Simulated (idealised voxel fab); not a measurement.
process module | voxel plated lines
cross-section cut | 270 nm wide | cells 5 nm
A cross-section is a grid of square cells, given in bands from the top down. A band is one or more rows of cells.
Each band's line starts with the height of the band's top and of its bottom, in nm. Then come its materials from left to right, each with its width in nm. One material with "throughout" fills the band from edge to edge. "air" is empty space.
Height 0 is the level under which the wafer as received is all one material. The lowest band goes on downwards, as in "0 down".
A width such as "30 to 40" changes by the same amount from each row of cells to the next, from the band's top row to its bottom row.
"no change" after a step means that no cell of the cross-section changed.
closed voids: empty space of 8 cells or more with no open way to the top, each as width x height at its distance from the left edge, in nm
after a step's settings: what the simulator itself notes on the step
overlay nm, on a step with a mask: how far to the right of its planned place the mask lay; to the left if negative
plan
1 op RECEIVE | material Si
2 op CONFORMAL_DEP | material SiO2 | thk nm 15
3 op DIRECTIONAL_DEP | material TiN | thk nm 5
4 op PATTERN | tone open | mask id LINES | material resist | width nm 15 | pitch nm 40 | thk nm 25 | overlay nm 0
5 op EPI | material Ru | thk nm 5
6 op EPI | material Ru | thk nm 10
7 op STRIP | etch materials resist
8 op DIRECTIONAL_ETCH | etch materials TiN | depth nm 5
9 op CONFORMAL_DEP | material SiCN | thk nm 5
as received, after step 1
  0 down: Si throughout
  closed voids: none
first wafer at the end, as planned
  40 to 35: air 60 | SiCN 25 | air 15 | SiCN 25 | air 15 | SiCN 25 | air 15 | SiCN 25 | air 65
  35 to 20: air 60 | SiCN 5 | Ru 15 | SiCN 5 | air 15 | SiCN 5 | Ru 15 | SiCN 5 | air 15 | SiCN 5 | Ru 15 | SiCN 5 | air 15 | SiCN 5 | Ru 15 | SiCN 5 | air 65
  20 to 15: SiCN 65 | TiN 15 | SiCN 25 | TiN 15 | SiCN 25 | TiN 15 | SiCN 25 | TiN 15 | SiCN 70
  15 to 0: SiO2 throughout
  0 down: Si throughout
  closed voids: none
second wafer at the end: like start, like plan, one mistake
  25 to 15: SiCN throughout
  15 to 0: SiO2 throughout
  0 down: Si throughout
  closed voids: none
what went wrong: step 3 ran as: op DIRECTIONAL_DEP | material SiCN | thk nm 5
at the end the second wafer has, in cells: 36 fewer of Ru | 22 more of SiCN | 12 fewer of TiN
